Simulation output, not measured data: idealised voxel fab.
Process module heading - voxel capacitor over wiring
The cross-section on display is named cut; it measures 270 nm wide, and its cells are 5 nm squares.
A cross-section is a grid of square cells, given in bands from the top down. A band is one or more rows of cells. In this notation a band is specified by the heights of its top and bottom, in that order and in nm, after which its materials appear from left to right, each paired with its width in nm. The word "throughout" attached to a single material means that material fills the band from edge to edge; the word "air" stands for empty space. Heights are reckoned from 0. Under this level, the received wafer is all of one material. The bottommost band is open-ended downward, for example "0 down". When a width is written as two numbers, as in "30 to 40", the first number is the width in the top row of cells of the band and the second is the width in its bottom row, and the width changes by the same amount from each row to the next. "remained the same" after a step means that no cell of the cross-section changed. Entry "Unvented cavities" = empty spaces >= 8 cells with no open way to the top; each as width x height at distance, distance from left edge, all nm. Text after the settings on a step's line: the simulator's own remark on that step. overlay nm: for a step with a mask, the amount by which the mask lay right of where it was planned; a negative amount means left of it.

-- List of planned process steps
| 1 | op RECEIVE | material Si |
| 2 | op CONFORMAL_DEP | material SiO2 | thk nm 15 |
| 3 | op CONFORMAL_DEP | material SiN | thk nm 5 |
| 4 | op DIRECTIONAL_DEP | material lowk | thk nm 20 |
| 5 | op DIRECTIONAL_DEP | material aC | thk nm 10 |
| 6 | op PATTERN | tone open | mask id METAL_1 | material resist | width nm 20 | pitch nm 75 | thk nm 30 | overlay nm 0 |
| 7 | op DIRECTIONAL_ETCH | etch materials aC | depth nm 10 |
| 8 | op STRIP | etch materials resist |
| 9 | op DIRECTIONAL_ETCH | etch materials lowk | depth nm 20 |
| 10 | op DIRECTIONAL_ETCH | etch materials SiN | depth nm 5 |
| 11 | op STRIP | etch materials aC |
| 12 | op CONFORMAL_DEP | material TiN | thk nm 5 |
| 13 | op FILL_DEP | material W | thk nm 10 |
| 14 | op CMP | height nm 40 |
| 15 | op EPI | material Ru | thk nm 5 |
| 16 | op FILL_DEP | material SiCN | thk nm 5 |
| 17 | op DIRECTIONAL_DEP | material lowk | thk nm 20 |
| 18 | op DIRECTIONAL_DEP | material aC | thk nm 15 |
| 19 | op PATTERN | tone open | mask id PLUG_1 | material resist | width nm 15 | thk nm 35 | overlay nm 0 |
| 20 | op DIRECTIONAL_ETCH | etch materials aC | depth nm 15 |
| 21 | op STRIP | etch materials resist |
| 22 | op DIRECTIONAL_ETCH | etch materials lowk | depth nm 20 |
| 23 | op DIRECTIONAL_ETCH | etch materials SiCN | depth nm 5 |
| 24 | op STRIP | etch materials aC |
| 25 | op CONFORMAL_DEP | material TiN | thk nm 5 |
| 26 | op FILL_DEP | material W | thk nm 10 |
| 27 | op CMP | height nm 70 |
| 28 | op DIRECTIONAL_DEP | material TiN | thk nm 10 |
| 29 | op DIRECTIONAL_DEP | material SiN | thk nm 5 |
| 30 | op DIRECTIONAL_DEP | material TiN | thk nm 5 |
| 31 | op MASKED_ETCH | tone cover | mask id UPPER_PLATE | width nm 60 | etch materials TiN | depth nm 5 | overlay nm 0 |
| 32 | op MASKED_ETCH | tone cover | mask id UPPER_PLATE | width nm 60 | etch materials SiN | depth nm 5 | overlay nm 0 |
| 33 | op PATTERN | tone cover | mask id LOWER_PLATE | material resist | width nm 70 | thk nm 15 | overlay nm 0 |
| 34 | op DIRECTIONAL_ETCH | etch materials TiN | depth nm 10 |
| 35 | op STRIP | etch materials resist |
| 36 | op FILL_DEP | material SiO2 | thk nm 15 |
| 37 | op CMP | height nm 100 |
| 38 | op DIRECTIONAL_DEP | material aC | thk nm 10 |
| 39 | op PATTERN | tone open | mask id PLUG_2 | material resist | width nm 15 | thk nm 30 | overlay nm 0 |
| 40 | op DIRECTIONAL_ETCH | etch materials aC | depth nm 10 |
| 41 | op STRIP | etch materials resist |
| 42 | op DIRECTIONAL_ETCH | etch materials SiO2 | depth nm 10 |
| 43 | op STRIP | etch materials aC |
| 44 | op CONFORMAL_DEP | material TiN | thk nm 5 |
| 45 | op FILL_DEP | material Ru | thk nm 10 |
| 46 | op CMP | height nm 100 |
| 47 | op CONFORMAL_DEP | material SiN | thk nm 5 |

-- Cross-section of the incoming wafer, state after step 1
0 down | Si throughout
Unvented cavities: none

-- End state of the module in cross-section, given the above starting point and plan and one mistake in execution
120 to 115 | SiN throughout
115 to 105 | Ru throughout
105 to 100 | 105 TiN | 5 Ru | 160 TiN
100 to 95 | 100 SiO2 | 5 TiN | 5 Ru | 5 TiN | 155 SiO2
95 to 85 | 100 to 90 SiO2 | 15 to 60 TiN | 155 to 120 SiO2
85 to 80 | 90 SiO2 | 60 SiN | 120 SiO2
80 to 70 | 85 SiO2 | 70 TiN | 115 SiO2
70 to 50 | 90 lowk | 5 TiN | 5 W | 5 TiN | 165 lowk
50 to 45 | 90 SiCN | 15 TiN | 165 SiCN
45 to 40 | 80 SiCN | 30 Ru | 45 SiCN | 30 Ru | 85 SiCN
40 to 20 | 85 lowk | 5 TiN | 10 W | 5 TiN | 55 lowk | 5 TiN | 10 W | 5 TiN | 90 lowk
20 to 15 | 85 SiN | 20 TiN | 55 SiN | 20 TiN | 90 SiN
15 to 0 | SiO2 throughout
0 down | Si throughout
Unvented cavities: none
What went wrong in running the wafer? plan step 46: skipped, not run
